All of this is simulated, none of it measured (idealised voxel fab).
process module | voxel released beams
cross-section cut | 145 nm wide | cells 5 nm
A cross-section is a grid of square cells, given in bands from the top down. A band is one or more rows of cells.
Each band's line starts with the height of the band's top and of its bottom, in nm. Then come its materials from left to right, each with its width in nm. One material with "throughout" fills the band from edge to edge. "air" is empty space.
Height 0 is the level under which the wafer as received is all one material. The lowest band goes on downwards, as in "0 down".
A width such as "30 to 40" changes by the same amount from each row of cells to the next, from the band's top row to its bottom row.
"no change" after a step means that no cell of the cross-section changed.
closed voids: empty space of 8 cells or more with no open way to the top, each as width x height at its distance from the left edge, in nm
after a step's settings: what the simulator itself notes on the step
overlay nm, on a step with a mask: how far to the right of its planned place the mask lay; to the left if negative
plan
1 op RECEIVE | material Si
2 op CONFORMAL_DEP | material Al2O3 | thk nm 5
3 op DIRECTIONAL_DEP | material SiO2 | thk nm 15
4 op PATTERN | tone open | mask id ANCHOR | material resist | width nm 45 | thk nm 15 | overlay nm 0
5 op DIRECTIONAL_ETCH | etch materials SiO2 | depth nm 15
6 op STRIP | etch materials resist
7 op CONFORMAL_DEP | material W | thk nm 15
8 op MASKED_ETCH | tone cover | mask id BEAM | width nm 95 | etch materials W | depth nm 15 | overlay nm 0
9 op STRIP | etch materials SiO2
as received, after step 1
  0 down: Si throughout
  closed voids: none
a wafer at the end: this start, this plan, one mistake
  25 to 20: air 20 | W 10 | air 35 | W 50 | air 30
  20 to 10: air 25 | W 5 | air 35 | W 5 | air 75
  10 to 5: air 25 | W 45 | air 75
  5 to 0: Al2O3 throughout
  0 down: Si throughout
  closed voids: none
what went wrong: step 7 ran as: op CONFORMAL_DEP | material W | thk nm 5
